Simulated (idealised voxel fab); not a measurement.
Presented below is a process module, voxel self aligned vias.
The cross-section shown here is cut; it is 215 nm wide and divided into square cells measuring 5 nm on a side.
A cross-section is written here as square cells arranged in a grid, and it is given in bands from the top down, each band taking up one or more rows of cells. This entry defines a band. It first specifies the height of the band's top and the height of its bottom in nm, and then specifies the band's materials from left to right, stating each material with its width in nm. The word "edge to edge" identifies a single material that fills the band from edge to edge, while the word "air" identifies empty space. Ref level 0: as-received wafer is one material below here. Bottom band extends down with no lower bound ("0 and below"). Note: "30..40" means the width goes from the first number (top row of the band) to the second number (bottom row) in equal steps per row of cells. Take "changes: none" at face value: in the step it is given for, the cross-section changed in none of its cells. Enclosed voids (no open way to top), threshold 8 cells or more, entry "closed voids", notation width x height at distance, distance from left edge, nm. If you see something after the settings on a step's line, that's the simulator's own remark about that step. The optional step-line setting "overlay nm" applies to steps with a mask and quantifies how far to the right of its planned location the mask lay, a negative value indicating leftward placement.
[These are the steps we planned for the process]
- 1: op RECEIVE | material Si
- 2: op CONFORMAL_DEP | material SiO2 | thk nm 15
- 3: op CONFORMAL_DEP | material SiCN | thk nm 5
- 4: op DIRECTIONAL_DEP | material SiO2 | thk nm 30
- 5: op DIRECTIONAL_DEP | material aC | thk nm 15
- 6: op PATTERN | tone open | mask id LINES | material resist | width nm 25 | pitch nm 65 | thk nm 30 | overlay nm 0
- 7: op DIRECTIONAL_ETCH | etch materials aC | depth nm 15
- 8: op STRIP | etch materials resist
- 9: op DIRECTIONAL_ETCH | etch materials SiO2 | depth nm 30
- 10: op STRIP | etch materials aC
- 11: op CONFORMAL_DEP | material TiN | thk nm 5
- 12: op FILL_DEP | material Ru | thk nm 5
- 13: op CMP | height nm 50
- 14: op SELECTIVE_ETCH | etch materials W Ru TiN | depth nm 5
- 15: op FILL_DEP | material SiN | thk nm 10
- 16: op CMP | height nm 50
- 17: op DIRECTIONAL_DEP | material SiO2 | thk nm 20
- 18: op PATTERN | tone open | mask id VIAS | material resist | width nm 35 | pitch nm 65 | thk nm 15 | overlay nm 0
- 19: op DIRECTIONAL_ETCH | etch materials SiO2 | depth nm 20
- 20: op DIRECTIONAL_ETCH | etch materials SiN | depth nm 5
- 21: op STRIP | etch materials resist
- 22: op CONFORMAL_DEP | material TiN | thk nm 5
- 23: op FILL_DEP | material W | thk nm 10
- 24: op CMP | height nm 70
- 25: op CONFORMAL_DEP | material SiCN | thk nm 5
[Cross-section of the wafer at receipt, which is the condition after step 1]
0 and below  Si edge to edge
closed voids: none
[Same starting wafer, same plan as above, one mistake in the execution; this is the cross-section at the end of the module]
75 down to 70  SiCN edge to edge
70 down to 50  SiO2 25 nm; TiN 5 nm; W 25 nm; TiN 5 nm; SiO2 30 nm; TiN 5 nm; W 25 nm; TiN 5 nm; SiO2 30 nm; TiN 5 nm; W 25 nm; TiN 5 nm; SiO2 25 nm
50 down to 45  SiN 25 nm; TiN 35 nm; SiN 30 nm; TiN 35 nm; SiN 30 nm; TiN 35 nm; SiN 25 nm
45 down to 20  SiO2 30 nm; TiN 5 nm; Ru 15 nm; TiN 5 nm; SiO2 40 nm; TiN 5 nm; Ru 15 nm; TiN 5 nm; SiO2 40 nm; TiN 5 nm; Ru 15 nm; TiN 5 nm; SiO2 30 nm
20 down to 15  SiO2 30 nm; TiN 25 nm; SiO2 40 nm; TiN 25 nm; SiO2 40 nm; TiN 25 nm; SiO2 30 nm
15 down to 0  SiO2 edge to edge
0 and below  Si edge to edge
closed voids: none
In executing the process, a mistake was made relative to the plan: step 3 of the plan was omitted and not executed
